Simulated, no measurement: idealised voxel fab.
Module name: voxel self aligned vias (process module)
For reference, the cross-section in this document is cut, with width 300 nm and square cells of 5 nm.
Think of the cross-section as a grid of square cells. We describe it in bands, top to bottom, and each band covers one or more rows of those cells.
For a band, the entry starts with two heights in nm, that of the top and then that of the bottom, and carries on with the band's materials in order from left to right, each alongside its width in nm; the word "throughout" beside a single material means it fills the band edge to edge, and "empty" means empty space.
The reference from which all heights are counted is 0, the level beneath which the as-received wafer is entirely one material; the lowest band, having no lower bound, proceeds downward and is written after the example "top 0, no bottom".
You'd read "30->40" like this: the band's top row of cells is as wide as the first number, its bottom row is as wide as the second, and going down, every row changes width by the same amount as the row before did.
Basically "nothing was modified" means that step didn't change any cell in the cross-section.
Any empty space of 8 cells or more lacking an open way to the top shows up in "Sealed voids" as width x height at distance, distance from the left edge, in nm.
Text after the settings on a step's line: the simulator's own remark on that step.
Steps that use a mask can have "overlay nm" on their line. It says how far the mask sat to the right of where it was meant to be. Negative means to the left.

**Planned step list for the process**
1) RECEIVE: material Si
2) CONFORMAL_DEP: material SiO2, thk nm 10
3) CONFORMAL_DEP: material SiCN, thk nm 5
4) DIRECTIONAL_DEP: material SiO2, thk nm 20
5) MASKED_ETCH: tone open, mask id LINES, width nm 30, pitch nm 70, etch materials SiO2, depth nm 20, overlay nm 0
6) CONFORMAL_DEP: material TiN, thk nm 5
7) FILL_DEP: material Ru, thk nm 10
8) CMP: height nm 35
9) SELECTIVE_ETCH: etch materials W Ru TiN, depth nm 5
10) FILL_DEP: material SiN, thk nm 10
11) CMP: height nm 35
12) DIRECTIONAL_DEP: material SiO2, thk nm 15
13) MASKED_ETCH: tone open, mask id VIAS, width nm 50, etch materials SiO2, depth nm 15, overlay nm 0
14) MASKED_ETCH: tone open, mask id VIAS, width nm 50, etch materials SiN, depth nm 5, overlay nm 0
15) CONFORMAL_DEP: material TiN, thk nm 5
16) FILL_DEP: material W, thk nm 5
17) CMP: height nm 50
18) CONFORMAL_DEP: material SiCN, thk nm 5

**Run as planned: first of two wafers**

**Incoming wafer, cross-sectional view, post step 1**
* top 0, no bottom = Si throughout
* Sealed voids: none

**You're looking at a cross-section of the wafer after step 2**
* top 10, bottom 0 = SiO2 throughout
* Below a height of 0, the structure has not been altered.

**You're looking at a cross-section of the wafer after step 3**
* top 15, bottom 10 = SiCN throughout
* Below a height of 10, the structure has not been altered.

**You're looking at a cross-section of the wafer after step 4**
* top 35, bottom 15 = SiO2 throughout
* Below a height of 15, the structure has not been altered.

**You're looking at a cross-section of the wafer after step 5**
* top 35, bottom 15 = 100 nm SiO2 / 30 nm empty / 40 nm SiO2 / 30 nm empty / 100 nm SiO2
* Below a height of 15, the structure has not been altered.

**You're looking at a cross-section of the wafer after step 6**
* top 40, bottom 35 = 105 nm TiN / 20 nm empty / 50 nm TiN / 20 nm empty / 105 nm TiN
* top 35, bottom 20 = 100 nm SiO2 / 5 nm TiN / 20 nm empty / 5 nm TiN / 40 nm SiO2 / 5 nm TiN / 20 nm empty / 5 nm TiN / 100 nm SiO2
* top 20, bottom 15 = 100 nm SiO2 / 30 nm TiN / 40 nm SiO2 / 30 nm TiN / 100 nm SiO2
* Below a height of 15, the structure has not been altered.

**You're looking at a cross-section of the wafer after step 7**
* top 50, bottom 40 = Ru throughout
* top 40, bottom 35 = 105 nm TiN / 20 nm Ru / 50 nm TiN / 20 nm Ru / 105 nm TiN
* top 35, bottom 20 = 100 nm SiO2 / 5 nm TiN / 20 nm Ru / 5 nm TiN / 40 nm SiO2 / 5 nm TiN / 20 nm Ru / 5 nm TiN / 100 nm SiO2
* Below a height of 20, the structure has not been altered.

**You're looking at a cross-section of the wafer after step 8**
* top 35, bottom 20 = 100 nm SiO2 / 5 nm TiN / 20 nm Ru / 5 nm TiN / 40 nm SiO2 / 5 nm TiN / 20 nm Ru / 5 nm TiN / 100 nm SiO2
* Below a height of 20, the structure has not been altered.

**You're looking at a cross-section of the wafer after step 9**
* top 35, bottom 30 = 100 nm SiO2 / 30 nm empty / 40 nm SiO2 / 30 nm empty / 100 nm SiO2
* Below a height of 30, the structure has not been altered.

**You're looking at a cross-section of the wafer after step 10**
* top 45, bottom 35 = SiN throughout
* top 35, bottom 30 = 100 nm SiO2 / 30 nm SiN / 40 nm SiO2 / 30 nm SiN / 100 nm SiO2
* Below a height of 30, the structure has not been altered.

**You're looking at a cross-section of the wafer after step 11**
* top 35, bottom 30 = 100 nm SiO2 / 30 nm SiN / 40 nm SiO2 / 30 nm SiN / 100 nm SiO2
* Below a height of 30, the structure has not been altered.

**You're looking at a cross-section of the wafer after step 12**
* top 50, bottom 35 = SiO2 throughout
* Below a height of 35, the structure has not been altered.

**You're looking at a cross-section of the wafer after step 13**
* top 50, bottom 35 = 90 nm SiO2 / 50 nm empty / 160 nm SiO2
* Below a height of 35, the structure has not been altered.

**You're looking at a cross-section of the wafer after step 14**
* top 50, bottom 35 = 90 nm SiO2 / 50 nm empty / 160 nm SiO2
* top 35, bottom 30 = 100 nm SiO2 / 30 nm empty / 40 nm SiO2 / 30 nm SiN / 100 nm SiO2
* Below a height of 30, the structure has not been altered.

**You're looking at a cross-section of the wafer after step 15**
* top 55, bottom 50 = 95 nm TiN / 40 nm empty / 165 nm TiN
* top 50, bottom 40 = 90 nm SiO2 / 5 nm TiN / 40 nm empty / 5 nm TiN / 160 nm SiO2
* top 40, bottom 35 = 90 nm SiO2 / 15 nm TiN / 20 nm empty / 15 nm TiN / 160 nm SiO2
* top 35, bottom 30 = 100 nm SiO2 / 30 nm TiN / 40 nm SiO2 / 30 nm SiN / 100 nm SiO2
* Below a height of 30, the structure has not been altered.

**You're looking at a cross-section of the wafer after step 16**
* top 60, bottom 55 = W throughout
* top 55, bottom 50 = 95 nm TiN / 40 nm W / 165 nm TiN
* top 50, bottom 40 = 90 nm SiO2 / 5 nm TiN / 40 nm W / 5 nm TiN / 160 nm SiO2
* top 40, bottom 35 = 90 nm SiO2 / 15 nm TiN / 20 nm W / 15 nm TiN / 160 nm SiO2
* Below a height of 35, the structure has not been altered.

**You're looking at a cross-section of the wafer after step 17**
* top 50, bottom 40 = 90 nm SiO2 / 5 nm TiN / 40 nm W / 5 nm TiN / 160 nm SiO2
* Below a height of 40, the structure has not been altered.

**You're looking at a cross-section of the wafer after step 18**
* top 55, bottom 50 = SiCN throughout
* Below a height of 50, the structure has not been altered.

**Okay, second wafer. Nothing different at the start, nothing different in the plan, just one mistake somewhere in the running. As far as step 2, counting that step, it's the first wafer all over again**

**X-section, second wafer, when step 3 was due to finish**
* top 25, bottom 10 = SiCN throughout
* Below a height of 10, the structure has not been altered.

**X-section, second wafer, when step 4 was due to finish**
* top 45, bottom 25 = SiO2 throughout
* Below a height of 25, the structure has not been altered.

**X-section, second wafer, when step 5 was due to finish**
* top 45, bottom 25 = 100 nm SiO2 / 30 nm empty / 40 nm SiO2 / 30 nm empty / 100 nm SiO2
* Below a height of 25, the structure has not been altered.

**X-section, second wafer, when step 6 was due to finish**
* top 50, bottom 45 = 105 nm TiN / 20 nm empty / 50 nm TiN / 20 nm empty / 105 nm TiN
* top 45, bottom 30 = 100 nm SiO2 / 5 nm TiN / 20 nm empty / 5 nm TiN / 40 nm SiO2 / 5 nm TiN / 20 nm empty / 5 nm TiN / 100 nm SiO2
* top 30, bottom 25 = 100 nm SiO2 / 30 nm TiN / 40 nm SiO2 / 30 nm TiN / 100 nm SiO2
* Below a height of 25, the structure has not been altered.

**X-section, second wafer, when step 7 was due to finish**
* top 60, bottom 50 = Ru throughout
* top 50, bottom 45 = 105 nm TiN / 20 nm Ru / 50 nm TiN / 20 nm Ru / 105 nm TiN
* top 45, bottom 30 = 100 nm SiO2 / 5 nm TiN / 20 nm Ru / 5 nm TiN / 40 nm SiO2 / 5 nm TiN / 20 nm Ru / 5 nm TiN / 100 nm SiO2
* Below a height of 30, the structure has not been altered.

**X-section, second wafer, when step 8 was due to finish**
* top 35, bottom 30 = 100 nm SiO2 / 5 nm TiN / 20 nm Ru / 5 nm TiN / 40 nm SiO2 / 5 nm TiN / 20 nm Ru / 5 nm TiN / 100 nm SiO2
* Below a height of 30, the structure has not been altered.

**X-section, second wafer, when step 9 was due to finish**
* top 35, bottom 30 = 100 nm SiO2 / 30 nm empty / 40 nm SiO2 / 30 nm empty / 100 nm SiO2
* Below a height of 30, the structure has not been altered.

**X-section, second wafer, when step 10 was due to finish**
* top 45, bottom 35 = SiN throughout
* top 35, bottom 30 = 100 nm SiO2 / 30 nm SiN / 40 nm SiO2 / 30 nm SiN / 100 nm SiO2
* Below a height of 30, the structure has not been altered.

**X-section, second wafer, when step 11 was due to finish**
* top 35, bottom 30 = 100 nm SiO2 / 30 nm SiN / 40 nm SiO2 / 30 nm SiN / 100 nm SiO2
* Below a height of 30, the structure has not been altered.

**X-section, second wafer, when step 12 was due to finish**
* top 50, bottom 35 = SiO2 throughout
* Below a height of 35, the structure has not been altered.

**X-section, second wafer, when step 13 was due to finish**
* top 50, bottom 35 = 90 nm SiO2 / 50 nm empty / 160 nm SiO2
* Below a height of 35, the structure has not been altered.

**X-section, second wafer, when step 14 was due to finish**
* top 50, bottom 35 = 90 nm SiO2 / 50 nm empty / 160 nm SiO2
* top 35, bottom 30 = 100 nm SiO2 / 30 nm empty / 40 nm SiO2 / 30 nm SiN / 100 nm SiO2
* Below a height of 30, the structure has not been altered.

**X-section, second wafer, when step 15 was due to finish**
* top 55, bottom 50 = 95 nm TiN / 40 nm empty / 165 nm TiN
* top 50, bottom 40 = 90 nm SiO2 / 5 nm TiN / 40 nm empty / 5 nm TiN / 160 nm SiO2
* top 40, bottom 35 = 90 nm SiO2 / 15 nm TiN / 20 nm empty / 15 nm TiN / 160 nm SiO2
* top 35, bottom 30 = 100 nm SiO2 / 30 nm TiN / 40 nm SiO2 / 30 nm SiN / 100 nm SiO2
* Below a height of 30, the structure has not been altered.

**X-section, second wafer, when step 16 was due to finish**
* top 60, bottom 55 = W throughout
* top 55, bottom 50 = 95 nm TiN / 40 nm W / 165 nm TiN
* top 50, bottom 40 = 90 nm SiO2 / 5 nm TiN / 40 nm W / 5 nm TiN / 160 nm SiO2
* top 40, bottom 35 = 90 nm SiO2 / 15 nm TiN / 20 nm W / 15 nm TiN / 160 nm SiO2
* Below a height of 35, the structure has not been altered.

**X-section, second wafer, when step 17 was due to finish**
* top 50, bottom 40 = 90 nm SiO2 / 5 nm TiN / 40 nm W / 5 nm TiN / 160 nm SiO2
* Below a height of 40, the structure has not been altered.

**X-section, second wafer, when step 18 was due to finish**
* top 55, bottom 50 = SiCN throughout
* Below a height of 50, the structure has not been altered.
Finding, execution versus plan: so step 3 ended up running with a different setting than we planned, it ran as CONFORMAL_DEP: material SiCN, thk nm 15
Counted in cells at the end, the second wafer holds more or fewer of these materials than the first: 16 fewer of Ru | 120 more of SiCN | 96 fewer of SiO2 | 8 fewer of TiN
